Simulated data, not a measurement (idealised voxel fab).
A process module follows: voxel air gaps.
cross-section cut | 230 nm wide | cells 5 nm
Cross-section layout: square cells on a grid; listed as bands, top to bottom; a band spans one or more cell rows.
Band: top and bottom heights (nm) first, top before bottom; then materials from left to right, widths in nm. "edge to edge" marks a sole material filling the band edge to edge. "blank" denotes empty space.
Counting heights begins at 0, where everything beneath is, in the wafer as received, one material. The lowest band has no bottom; it goes on downwards, as "from 0 down" shows.
Quick explanation for "30 to 40": the width changes in equal steps down the rows of cells, from the first number in the band's top row to the second number in its bottom row.
"left unchanged" means the step left every cell of the cross-section as it was.
In the "Enclosed internal voids" entry, you get each enclosed empty space of 8 cells or more, one with no open way to the top, written width x height at distance, distance from the left edge, in nm.
Anything after a step's settings on that line? It's the simulator's own note about the step.
You can add "overlay nm" to a step's line. For a step with a mask, it describes how far the mask lay to the right of its planned position, and a negative number describes a lay to the left.

### This section lists the process steps that were planned
| 1 | RECEIVE, material Si |
| 2 | CONFORMAL_DEP, material SiO2, thk nm 10 |
| 3 | CONFORMAL_DEP, material SiCN, thk nm 5 |
| 4 | DIRECTIONAL_DEP, material SiO2, thk nm 35 |
| 5 | PATTERN, tone open, mask id LINES, material resist, width nm 15, pitch nm 40, thk nm 20, overlay nm 0 |
| 6 | DIRECTIONAL_ETCH, etch materials SiO2, depth nm 35 |
| 7 | STRIP, etch materials resist |
| 8 | CONFORMAL_DEP, material TiN, thk nm 5 |
| 9 | FILL_DEP, material W, thk nm 5 |
| 10 | CMP, height nm 50 |
| 11 | EPI, material Ru, thk nm 10 |
| 12 | SELECTIVE_ETCH, etch materials SiO2, depth nm 45 |
| 13 | CONFORMAL_DEP, material SiCN, thk nm 5 |

### Incoming wafer, cross-sectional view, post step 1
    from 0 down  Si edge to edge
    Enclosed internal voids: none

### End-of-module XS, first of two wafers, run as planned
    from 65 to 60  blank 50, then SiCN 125, then blank 55
    from 60 to 50  blank 50, then SiCN 5, then Ru 35, then SiCN 5, then Ru 35, then SiCN 5, then Ru 35, then SiCN 5, then blank 55
    from 50 to 45  blank 50, then SiCN 15, then TiN 5, then W 5, then TiN 5, then SiCN 25, then TiN 5, then W 5, then TiN 5, then SiCN 25, then TiN 5, then W 5, then TiN 5, then SiCN 15, then blank 55
    from 45 to 20  blank 60, then SiCN 5, then TiN 5, then W 5, then TiN 5, then SiCN 5, then blank 15, then SiCN 5, then TiN 5, then W 5, then TiN 5, then SiCN 5, then blank 15, then SiCN 5, then TiN 5, then W 5, then TiN 5, then SiCN 5, then blank 65
    from 20 to 15  SiCN 65, then TiN 15, then SiCN 25, then TiN 15, then SiCN 25, then TiN 15, then SiCN 70
    from 15 to 10  SiCN edge to edge
    from 10 to 0  SiO2 edge to edge
    from 0 down  Si edge to edge
    Enclosed internal voids: 15 x 25 at 85; 15 x 25 at 125

### Cross-section at end of module for the second wafer of two, which matched the first in starting point and plan and differed by one mistake in its processing
    from 55 to 45  SiCN edge to edge
    from 45 to 0  SiO2 edge to edge
    from 0 down  Si edge to edge
    Enclosed internal voids: none
Plan not followed: plan steps 3 and 4 run swapped
Final comparison by cell count, materials where the second wafer has more or fewer than the first: Ru -42; SiCN -70; SiO2 +322; TiN -45; W -18
Final observation: first wafer, 2 closed voids; second wafer, 0 closed voids.
